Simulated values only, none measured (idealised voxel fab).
The following is a process module called voxel ribs on slabs.
Section shown: cut. Width: 190 nm. Cell size: 5 nm, square.
Square cells in a grid make up a cross-section in this document, and the grid is given as bands, listed from the top down, each one or more rows of cells. This entry defines a band. It first specifies the height of the band's top and the height of its bottom in nm, and then specifies the band's materials from left to right, stating each material with its width in nm. The word "all across" identifies a single material that fills the band from edge to edge, while the word "blank" identifies empty space. Beneath 0, the wafer as received is one material, and that level is where height counting begins. The lowest band goes on downward without a bottom; it is written like "0 -> down". You'd read "30..40" like this: the band's top row of cells is as wide as the first number, its bottom row is as wide as the second, and going down, every row changes width by the same amount as the row before did. "left unchanged" -> step changed no cross-section cell. Under "Enclosed cavity list" you'll find the enclosed gaps, the ones with no way out to the top, that are 8 cells or bigger; each reads width x height at distance, with distance counted from the left edge, everything in nm. Whatever follows a step's settings on its line is a remark the simulator itself makes about that step. Each step line may optionally specify "overlay nm", which for a step with a mask gives the rightward distance between the mask's planned place and where it lay, a negative value indicating the leftward direction.
plan:
1 RECEIVE,material Si
2 DIRECTIONAL_DEP,material SiO2,thk nm 30
3 DIRECTIONAL_DEP,material SiN,thk nm 25
4 MASKED_ETCH,tone cover,mask id RIB,width nm 20,etch materials SiN,depth nm 20,overlay nm 0
5 PATTERN,tone cover,mask id SLAB,material resist,width nm 60,thk nm 20,overlay nm 0
6 DIRECTIONAL_ETCH,etch materials SiN,depth nm 5
7 STRIP,etch materials resist
8 FILL_DEP,material SiO2,thk nm 15
9 CMP,height nm 65
10 DIRECTIONAL_DEP,material TiN,thk nm 5
11 DIRECTIONAL_DEP,material aC,thk nm 10
12 PATTERN,tone cover,mask id HEATER,material resist,width nm 30,thk nm 25,overlay nm 0
13 DIRECTIONAL_ETCH,etch materials aC,depth nm 10
14 STRIP,etch materials resist
15 DIRECTIONAL_ETCH,etch materials TiN,depth nm 5
16 STRIP,etch materials aC
17 CONFORMAL_DEP,material SiO2,thk nm 5
The first of a set of two wafers, run to plan:
Incoming wafer, cross-sectional view, post step 1:
    0 -> down = Si all across
    Enclosed cavity list: none
So this is the wafer cross-section right after step 2:
    30 -> 0 = SiO2 all across
    Whatever lies below 0 is exactly as it was before.
So this is the wafer cross-section right after step 3:
    55 -> 30 = SiN all across
    Whatever lies below 30 is exactly as it was before.
So this is the wafer cross-section right after step 4:
    55 -> 35 = blank=85, then SiN=20, then blank=85
    Whatever lies below 35 is exactly as it was before.
So this is the wafer cross-section right after step 5:
    75 -> 55 = blank=65, then resist=60, then blank=65
    55 -> 35 = blank=65, then resist=20, then SiN=20, then resist=20, then blank=65
    Whatever lies below 35 is exactly as it was before.
So this is the wafer cross-section right after step 6:
    75 -> 55 = blank=65, then resist=60, then blank=65
    55 -> 35 = blank=65, then resist=20, then SiN=20, then resist=20, then blank=65
    35 -> 30 = blank=65, then SiN=60, then blank=65
    Whatever lies below 30 is exactly as it was before.
So this is the wafer cross-section right after step 7:
    55 -> 35 = blank=85, then SiN=20, then blank=85
    Whatever lies below 35 is exactly as it was before.
So this is the wafer cross-section right after step 8:
    70 -> 55 = SiO2 all across
    55 -> 35 = SiO2=85, then SiN=20, then SiO2=85
    35 -> 30 = SiO2=65, then SiN=60, then SiO2=65
    Whatever lies below 30 is exactly as it was before.
So this is the wafer cross-section right after step 9:
    65 -> 55 = SiO2 all across
    Whatever lies below 55 is exactly as it was before.
So this is the wafer cross-section right after step 10:
    70 -> 65 = TiN all across
    Whatever lies below 65 is exactly as it was before.
So this is the wafer cross-section right after step 11:
    80 -> 70 = aC all across
    Whatever lies below 70 is exactly as it was before.
So this is the wafer cross-section right after step 12:
    105 -> 80 = blank=80, then resist=30, then blank=80
    Whatever lies below 80 is exactly as it was before.
So this is the wafer cross-section right after step 13:
    95 -> 80 = blank=80, then resist=30, then blank=80
    80 -> 70 = blank=80, then aC=30, then blank=80
    Whatever lies below 70 is exactly as it was before.
So this is the wafer cross-section right after step 14:
    80 -> 70 = blank=80, then aC=30, then blank=80
    Whatever lies below 70 is exactly as it was before.
So this is the wafer cross-section right after step 15:
    80 -> 70 = blank=80, then aC=30, then blank=80
    70 -> 65 = blank=80, then TiN=30, then blank=80
    Whatever lies below 65 is exactly as it was before.
So this is the wafer cross-section right after step 16:
    70 -> 65 = blank=80, then TiN=30, then blank=80
    Whatever lies below 65 is exactly as it was before.
So this is the wafer cross-section right after step 17:
    75 -> 70 = blank=75, then SiO2=40, then blank=75
    70 -> 65 = SiO2=80, then TiN=30, then SiO2=80
    Whatever lies below 65 is exactly as it was before.
Now the other wafer: same start, same recipe, but we messed up one thing when running it. Up to and including step 16 it's the same as the first one:
The second wafer cut through, at the time step 17 was supposed to be finished: left unchanged
Here's what went sideways: the plan's step 17 went unexecuted, having been skipped
Final wafer comparison in cells, second versus first, more or fewer per material: -40 SiO2
